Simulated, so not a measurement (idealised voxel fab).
Proc. module: voxel capacitor over wiring
Section shown: cut. Width: 210 nm. Cell size: 5 nm, square.
Cross-section spec: square-cell grid; bands listed top down; each band is one or more rows.
Top height, bottom height, nm. Materials left to right, width each, nm. Single material + "all across" = fills band edge to edge. "blank" = empty.
The reference from which all heights are counted is 0, the level beneath which the as-received wafer is entirely one material; the lowest band, having no lower bound, proceeds downward and is written after the example "0..down".
Width spec "30 to 40" -> top row of cells at first value, bottom row at second value, equal per-row change in between.
When a step is marked "identical to before", none of the cells in the cross-section changed during that step.
Reported under the label "Enclosed void listing" are the empty spaces having no open way to the top and comprising 8 cells or more; the notation for each is width x height at distance, in which the distance is measured from the left edge and all three values are in nm.
Whatever follows a step's settings on its line is a remark the simulator itself makes about that step.
"overlay nm", when on a step's line for a step with a mask, measures how far to the right of its planned place the mask lay; a negative measure means to the left.
**Set out below are the planned steps of the process**
1: RECEIVE [material Si]
2: CONFORMAL_DEP [material SiO2] [thk nm 10]
3: CONFORMAL_DEP [material SiCN] [thk nm 5]
4: DIRECTIONAL_DEP [material SiO2] [thk nm 25]
5: PATTERN [tone open] [mask id METAL_1] [material resist] [width nm 25] [pitch nm 80] [thk nm 20] [overlay nm 0]
6: DIRECTIONAL_ETCH [etch materials SiO2] [depth nm 25]
7: DIRECTIONAL_ETCH [etch materials SiCN] [depth nm 5]
8: STRIP [etch materials resist]
9: CONFORMAL_DEP [material TiN] [thk nm 5]
10: FILL_DEP [material Ru] [thk nm 10]
11: CMP [height nm 40]
12: CONFORMAL_DEP [material SiCN] [thk nm 5]
13: DIRECTIONAL_DEP [material lowk] [thk nm 15]
14: PATTERN [tone open] [mask id PLUG_1] [material resist] [width nm 15] [thk nm 15] [overlay nm 0]
15: DIRECTIONAL_ETCH [etch materials lowk] [depth nm 15]
16: DIRECTIONAL_ETCH [etch materials SiCN] [depth nm 5]
17: STRIP [etch materials resist]
18: EPI [material Ru] [thk nm 10]
19: EPI [material Ru] [thk nm 10]
20: DIRECTIONAL_DEP [material TiN] [thk nm 10]
21: DIRECTIONAL_DEP [material Al2O3] [thk nm 5]
22: DIRECTIONAL_DEP [material TiN] [thk nm 10]
23: DIRECTIONAL_DEP [material aC] [thk nm 10]
24: PATTERN [tone cover] [mask id UPPER_PLATE] [material resist] [width nm 60] [thk nm 25] [overlay nm 0]
25: DIRECTIONAL_ETCH [etch materials aC] [depth nm 10]
26: STRIP [etch materials resist]
27: DIRECTIONAL_ETCH [etch materials TiN] [depth nm 10]
28: DIRECTIONAL_ETCH [etch materials Al2O3] [depth nm 5]
29: STRIP [etch materials aC]
30: DIRECTIONAL_DEP [material aC] [thk nm 15]
31: PATTERN [tone cover] [mask id LOWER_PLATE] [material resist] [width nm 70] [thk nm 30] [overlay nm 0]
32: DIRECTIONAL_ETCH [etch materials aC] [depth nm 15]
33: STRIP [etch materials resist]
34: DIRECTIONAL_ETCH [etch materials TiN] [depth nm 10]
35: STRIP [etch materials aC]
36: FILL_DEP [material SiO2] [thk nm 15]
37: CMP [height nm 95]
38: DIRECTIONAL_DEP [material aC] [thk nm 10]
39: PATTERN [tone open] [mask id PLUG_2] [material resist] [width nm 15] [thk nm 25] [overlay nm 0]
40: DIRECTIONAL_ETCH [etch materials aC] [depth nm 10]
41: STRIP [etch materials resist]
42: DIRECTIONAL_ETCH [etch materials SiO2] [depth nm 10]
43: STRIP [etch materials aC]
44: CONFORMAL_DEP [material TiN] [thk nm 5]
45: FILL_DEP [material Cu] [thk nm 5]
46: CMP [height nm 95]
47: CONFORMAL_DEP [material SiN] [thk nm 5]
**Cross-section of the wafer as it came to us, i.e., already through step 1**
0..down | Si all across
Enclosed void listing: none
**first wafer at the end, as planned**
100..95 | SiN all across
95..90 | 70 of SiO2  5 of TiN  5 of Cu  5 of TiN  125 of SiO2
90..85 | 70 of SiO2  15 of TiN  125 of SiO2
85..75 | 60 of SiO2  60 of TiN  90 of SiO2
75..70 | 60 of SiO2  60 of Al2O3  90 of SiO2
70..60 | 55 of SiO2  70 of TiN  85 of SiO2
60..45 | 60 of lowk  15 of Ru  135 of lowk
45..40 | 60 of SiCN  15 of Ru  135 of SiCN
40..15 | 50 of SiO2  5 of TiN  15 of Ru  5 of TiN  55 of SiO2  5 of TiN  15 of Ru  5 of TiN  55 of SiO2
15..10 | 50 of SiCN  25 of TiN  55 of SiCN  25 of TiN  55 of SiCN
10..0 | SiO2 all across
0..down | Si all across
Enclosed void listing: none
**End of module, second wafer, cross-section. Started like the first, planned like the first, run with one mistake**
100..95 | SiN all across
95..90 | 70 of SiO2  5 of TiN  5 of Cu  5 of TiN  125 of SiO2
90..85 | 70 of SiO2  15 of TiN  125 of SiO2
85..75 | 60 of SiO2  60 of TiN  90 of SiO2
75..65 | 55 of SiO2  70 of TiN  85 of SiO2
65..60 | Al2O3 all across
60..45 | 60 of lowk  15 of Ru  135 of lowk
45..40 | 60 of SiCN  15 of Ru  135 of SiCN
40..15 | 50 of SiO2  5 of TiN  15 of Ru  5 of TiN  55 of SiO2  5 of TiN  15 of Ru  5 of TiN  55 of SiO2
15..10 | 50 of SiCN  25 of TiN  55 of SiCN  25 of TiN  55 of SiCN
10..0 | SiO2 all across
0..down | Si all across
Enclosed void listing: none
what went wrong: a sequencing error occurred in which plan steps 20 and 21 were transposed
Heads up, by the end the second wafer has more or fewer cells of some materials compared to the first: Al2O3 +30 | SiO2 -30
